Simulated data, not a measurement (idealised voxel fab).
Process module under the name voxel gate over fins
The cross-section on display is named cut; it measures 140 nm wide, and its cells are 5 nm squares.
Cross-section, as written here: a square-cell grid given band by band from the top down, where a band holds one or more rows of cells. The entry gives the band's vertical extent as a top height and a bottom height in nm, then its horizontal make-up as materials from left to right, each with a width in nm. "blank" stands for empty space; a single material marked "everywhere" fills the band edge to edge. Height datum 0, below which the as-received substrate wafer is one material. Lowest band open at the bottom, running downward: "0 down". The notation "30 to 40" denotes a width that varies across the rows of cells in the band, beginning at the first number in the top row, finishing at the second number in the bottom row, and changing by an identical amount from each row to the next. Step marked "left unchanged"? Then no cell in the cross-section changed in it. Reported under the label "Closed voids list" are the empty spaces having no open way to the top and comprising 8 cells or more; the notation for each is width x height at distance, in which the distance is measured from the left edge and all three values are in nm. Where a step's line continues beyond its settings, the continuation is a remark by the simulator itself on that step. overlay nm: on a step with a mask, how far right of its planned place the mask lay; negative means left.

THE PROCESS STEPS THAT WERE PLANNED ARE LISTED BELOW
step 1: RECEIVE: material Si
step 2: CONFORMAL_DEP: material SiN, thk nm 5
step 3: PATTERN: tone cover, mask id FINS, material resist, width nm 15, pitch nm 40, thk nm 20, overlay nm 0
step 4: DIRECTIONAL_ETCH: etch materials SiN, depth nm 5
step 5: DIRECTIONAL_ETCH: etch materials Si, depth nm 40
step 6: STRIP: etch materials resist
step 7: FILL_DEP: material SiO2, thk nm 10
step 8: CMP: height nm 5
step 9: SELECTIVE_ETCH: etch materials SiO2, depth nm 20
step 10: STRIP: etch materials SiN
step 11: CONFORMAL_DEP: material HfO2, thk nm 5
step 12: CONFORMAL_DEP: material TiN, thk nm 5
step 13: CONFORMAL_DEP: material TiAl, thk nm 5
step 14: CONFORMAL_DEP: material TiN, thk nm 5
step 15: FILL_DEP: material W, thk nm 10
step 16: CMP: height nm 25
step 17: CONFORMAL_DEP: material SiCN, thk nm 5

CROSS-SECTION OF THE WAFER AT RECEIPT, WHICH IS THE CONDITION AFTER STEP 1
* 0 down | Si everywhere
* Closed voids list: none

THE PLAN ABOVE WAS CARRIED OUT ON THE STARTING STRUCTURE ABOVE WITH ONE MISTAKE, AND THIS CROSS-SECTION SHOWS THE WAFER AT THE END OF THE MODULE
* 30 to 25 | SiCN everywhere
* 25 to 20 | W everywhere
* 20 to 10 | W 20; TiN 95; W 25
* 10 to 5 | W 20; TiN 10; TiAl 35; TiN 5; TiAl 35; TiN 10; W 25
* 5 to 0 | TiN 30; TiAl 5; HfO2 25; TiAl 5; TiN 5; TiAl 5; HfO2 25; TiAl 5; TiN 35
* 0 to -5 | TiN 30; TiAl 5; HfO2 5; Si 15; HfO2 5; TiAl 5; TiN 5; TiAl 5; HfO2 5; Si 15; HfO2 5; TiAl 5; TiN 35
* -5 to -10 | TiAl 35; HfO2 5; Si 15; HfO2 5; TiAl 15; HfO2 5; Si 15; HfO2 5; TiAl 40
* -10 to -15 | HfO2 40; Si 15; HfO2 25; Si 15; HfO2 45
* -15 to -40 | SiO2 40; Si 15; SiO2 25; Si 15; SiO2 45
* -40 down | Si everywhere
* Closed voids list: none
The mistake made against the process plan was this: step 12 ran in the slot meant for step 13, and vice versa
